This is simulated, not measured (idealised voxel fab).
Name of the process module below: voxel capacitor over wiring
In the cross-section labelled cut, the width is 220 nm and each square cell is 5 nm.
Each cross-section below is a grid of square cells, stated as bands in top-down order, with one or more rows of cells making up each band. First you get the band's top height and its bottom height, in nm, and then the materials it's made of, left to right, with each width in nm. If you see a single material with "edge to edge", that one covers the band edge to edge. "empty" is empty space. Measure heights from 0. That's the level where, below it, the as-received wafer is all one material. The lowest band is bottomless and extends downward; write it as in "0 down". Width "30..40": first value at the band's top row of cells, second value at its bottom row, equal change from row to row. No cell of the cross-section changed in a step that is given as "all unchanged". Entry "Closed void catalog" = empty spaces >= 8 cells with no open way to the top; each as width x height at distance, distance from left edge, all nm. What comes after the settings on a step's line is commentary from the simulator itself on that step. overlay nm: how far to the right of its planned place the mask lay on this masked step (negative: to the left).

Listed below are the process steps as planned:
1) RECEIVE | material Si
2) CONFORMAL_DEP | material SiO2 | thk nm 15
3) CONFORMAL_DEP | material SiN | thk nm 5
4) DIRECTIONAL_DEP | material SiO2 | thk nm 25
5) MASKED_ETCH | tone open | mask id METAL_1 | width nm 20 | pitch nm 80 | etch materials SiO2 | depth nm 25 | overlay nm 0
6) MASKED_ETCH | tone open | mask id METAL_1 | width nm 20 | pitch nm 80 | etch materials SiN | depth nm 5 | overlay nm 0
7) CONFORMAL_DEP | material TiN | thk nm 5
8) FILL_DEP | material Ru | thk nm 10
9) CMP | height nm 45
10) EPI | material Ru | thk nm 5
11) FILL_DEP | material SiCN | thk nm 5
12) DIRECTIONAL_DEP | material lowk | thk nm 10
13) MASKED_ETCH | tone open | mask id PLUG_1 | width nm 15 | etch materials lowk | depth nm 10 | overlay nm 0
14) MASKED_ETCH | tone open | mask id PLUG_1 | width nm 15 | etch materials SiCN | depth nm 5 | overlay nm 0
15) EPI | material Ru | thk nm 10
16) EPI | material Ru | thk nm 5
17) DIRECTIONAL_DEP | material TiN | thk nm 10
18) DIRECTIONAL_DEP | material Al2O3 | thk nm 5
19) DIRECTIONAL_DEP | material TiN | thk nm 10
20) PATTERN | tone cover | mask id UPPER_PLATE | material resist | width nm 65 | thk nm 20 | overlay nm 0
21) DIRECTIONAL_ETCH | etch materials TiN | depth nm 10
22) DIRECTIONAL_ETCH | etch materials Al2O3 | depth nm 5
23) STRIP | etch materials resist
24) DIRECTIONAL_DEP | material aC | thk nm 15
25) PATTERN | tone cover | mask id LOWER_PLATE | material resist | width nm 75 | thk nm 30 | overlay nm 0
26) DIRECTIONAL_ETCH | etch materials aC | depth nm 15
27) STRIP | etch materials resist
28) DIRECTIONAL_ETCH | etch materials TiN | depth nm 10
29) STRIP | etch materials aC
30) FILL_DEP | material SiO2 | thk nm 15
31) CMP | height nm 100
32) DIRECTIONAL_DEP | material aC | thk nm 15
33) PATTERN | tone open | mask id PLUG_2 | material resist | width nm 15 | thk nm 35 | overlay nm 0
34) DIRECTIONAL_ETCH | etch materials aC | depth nm 15
35) STRIP | etch materials resist
36) DIRECTIONAL_ETCH | etch materials SiO2 | depth nm 10
37) STRIP | etch materials aC
38) CONFORMAL_DEP | material TiN | thk nm 5
39) FILL_DEP | material Ru | thk nm 5
40) CMP | height nm 100
41) CONFORMAL_DEP | material SiN | thk nm 5

Step 1 complete: cross-section of the wafer as received:
0 down = Si edge to edge
Closed void catalog: none

End-of-module cross-section of the first of two wafers, processed as planned:
105 to 100 = SiN edge to edge
100 to 95 = 75 nm SiO2 | 5 nm TiN | 5 nm Ru | 5 nm TiN | 130 nm SiO2
95 to 90 = 75 nm SiO2 | 15 nm TiN | 130 nm SiO2
90 to 80 = 65 nm SiO2 | 65 nm TiN | 90 nm SiO2
80 to 75 = 65 nm SiO2 | 65 nm Al2O3 | 90 nm SiO2
75 to 65 = 60 nm SiO2 | 75 nm TiN | 85 nm SiO2
65 to 55 = 65 nm lowk | 15 nm Ru | 140 nm lowk
55 to 50 = 65 nm SiCN | 15 nm Ru | 140 nm SiCN
50 to 45 = 55 nm SiCN | 30 nm Ru | 50 nm SiCN | 30 nm Ru | 55 nm SiCN
45 to 20 = 60 nm SiO2 | 5 nm TiN | 10 nm Ru | 5 nm TiN | 60 nm SiO2 | 5 nm TiN | 10 nm Ru | 5 nm TiN | 60 nm SiO2
20 to 15 = 60 nm SiN | 20 nm TiN | 60 nm SiN | 20 nm TiN | 60 nm SiN
15 to 0 = SiO2 edge to edge
0 down = Si edge to edge
Closed void catalog: none

Cross-section at end of module for the second wafer of two, which matched the first in starting point and plan and differed by one mistake in its processing:
105 to 100 = SiN edge to edge
100 to 95 = 75 nm SiO2 | 5 nm TiN | 5 nm Ru | 5 nm TiN | 130 nm SiO2
95 to 90 = 75 nm SiO2 | 15 nm TiN | 130 nm SiO2
90 to 80 = 65 nm SiO2 | 65 nm TiN | 90 nm SiO2
80 to 75 = 65 nm SiO2 | 65 nm Al2O3 | 90 nm SiO2
75 to 65 = 60 nm SiO2 | 75 nm TiN | 85 nm SiO2
65 to 55 = 65 nm lowk | 15 nm Ru | 140 nm lowk
55 to 50 = 65 nm SiCN | 15 nm Ru | 140 nm SiCN
50 to 45 = 55 nm SiCN | 30 nm Ru | 50 nm SiCN | 30 nm Ru | 55 nm SiCN
45 to 25 = 60 nm SiO2 | 5 nm TiN | 10 nm Ru | 5 nm TiN | 60 nm SiO2 | 5 nm TiN | 10 nm Ru | 5 nm TiN | 60 nm SiO2
25 to 20 = 60 nm SiN | 20 nm TiN | 60 nm SiN | 20 nm TiN | 60 nm SiN
20 to 0 = SiO2 edge to edge
0 down = Si edge to edge
Closed void catalog: none
In executing the process, a mistake was made relative to the plan: the process deviated at step 2: the operation and settings actually run there were CONFORMAL_DEP | material SiO2 | thk nm 20
End of process, cell counts, second wafer against first, materials with more or fewer: 4 fewer of Ru | 8 more of SiO2 | 4 fewer of TiN
